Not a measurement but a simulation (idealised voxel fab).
Process module, titled voxel air gaps
Square cell edge 5 nm, section width 260 nm, ID cut.
Cross-section, as written here: a square-cell grid given band by band from the top down, where a band holds one or more rows of cells. Look at the band entry: it leads with the top's height and the bottom's height in nm. Then it lists the materials left to right, with a width in nm for each. The word "all across" on a single material says that material fills the band edge to edge. The word "air" is empty space. Height reference: 0 = level under which incoming wafer is all one material. Lowest band: no bottom, runs on downward, e.g. "0 down". Width "30 to 40": first value at the band's top row of cells, second value at its bottom row, equal change from row to row. Step note "no change" = no cross-section cell changed. Each empty space that has no open way to the top and spans at least 8 cells appears under "Completely enclosed voids" as width x height at distance, the distance counted from the left edge, all in nm. after a step's settings: what the simulator itself notes on the step. On any step carrying a mask, the "overlay nm" setting, if present on the step's line, tells how far right of its planned place the mask lay; negative values point to the left.
The planned process steps are enumerated hereunder
1 RECEIVE, material Si
2 CONFORMAL_DEP, material SiO2, thk nm 15
3 CONFORMAL_DEP, material SiCN, thk nm 5
4 DIRECTIONAL_DEP, material SiO2, thk nm 40
5 PATTERN, tone open, mask id LINES, material resist, width nm 20, pitch nm 45, thk nm 20, overlay nm 0
6 DIRECTIONAL_ETCH, etch materials SiO2, depth nm 40
7 STRIP, etch materials resist
8 CONFORMAL_DEP, material TiN, thk nm 5
9 FILL_DEP, material Ru, thk nm 5
10 CMP, height nm 60
11 EPI, material Ru, thk nm 10
12 SELECTIVE_ETCH, etch materials SiO2, depth nm 50
13 CONFORMAL_DEP, material SiCN, thk nm 5
As-received state of the wafer in cross-section, equivalent to post-step 1
    0 down | Si all across
    Completely enclosed voids: none
Run as planned - first of the two wafers cross-sectioned at the end of the module
    75 to 70 | 35 of air, then 185 of SiCN, then 40 of air
    70 to 60 | 35 of air, then 5 of SiCN, then 40 of Ru, then 5 of SiCN, then 40 of Ru, then 5 of SiCN, then 40 of Ru, then 5 of SiCN, then 40 of Ru, then 5 of SiCN, then 40 of air
    60 to 55 | 35 of air, then 15 of SiCN, then 5 of TiN, then 10 of Ru, then 5 of TiN, then 25 of SiCN, then 5 of TiN, then 10 of Ru, then 5 of TiN, then 25 of SiCN, then 5 of TiN, then 10 of Ru, then 5 of TiN, then 25 of SiCN, then 5 of TiN, then 10 of Ru, then 5 of TiN, then 15 of SiCN, then 40 of air
    55 to 25 | 45 of air, then 5 of SiCN, then 5 of TiN, then 10 of Ru, then 5 of TiN, then 5 of SiCN, then 15 of air, then 5 of SiCN, then 5 of TiN, then 10 of Ru, then 5 of TiN, then 5 of SiCN, then 15 of air, then 5 of SiCN, then 5 of TiN, then 10 of Ru, then 5 of TiN, then 5 of SiCN, then 15 of air, then 5 of SiCN, then 5 of TiN, then 10 of Ru, then 5 of TiN, then 5 of SiCN, then 50 of air
    25 to 20 | 50 of SiCN, then 20 of TiN, then 25 of SiCN, then 20 of TiN, then 25 of SiCN, then 20 of TiN, then 25 of SiCN, then 20 of TiN, then 55 of SiCN
    20 to 15 | SiCN all across
    15 to 0 | SiO2 all across
    0 down | Si all across
    Completely enclosed voids: 15 x 30 at 75; 15 x 30 at 120; 15 x 30 at 165
So this is wafer number two of the two, cut at the end of the module - it started where the first did and had the same plan, we just got one thing wrong running it
    75 to 70 | SiCN all across
    70 to 60 | Ru all across
    60 to 25 | 45 of Ru, then 5 of TiN, then 20 of SiO2, then 5 of TiN, then 15 of Ru, then 5 of TiN, then 20 of SiO2, then 5 of TiN, then 15 of Ru, then 5 of TiN, then 20 of SiO2, then 5 of TiN, then 15 of Ru, then 5 of TiN, then 20 of SiO2, then 5 of TiN, then 50 of Ru
    25 to 20 | 50 of TiN, then 20 of SiO2, then 25 of TiN, then 20 of SiO2, then 25 of TiN, then 20 of SiO2, then 25 of TiN, then 20 of SiO2, then 55 of TiN
    20 to 15 | SiCN all across
    15 to 0 | SiO2 all across
    0 down | Si all across
    Completely enclosed voids: none
Plan not followed: not per plan at step 5, really ran PATTERN, tone cover, mask id LINES, material resist, width nm 20, pitch nm 45, thk nm 20, overlay nm 0
FYI, end of process, the second wafer has more or fewer cells of some materials than the first: Ru +180, SiCN -100, SiO2 +128, TiN +20
Quick summary for you: first wafer finishes at 3 closed voids, second at 0.
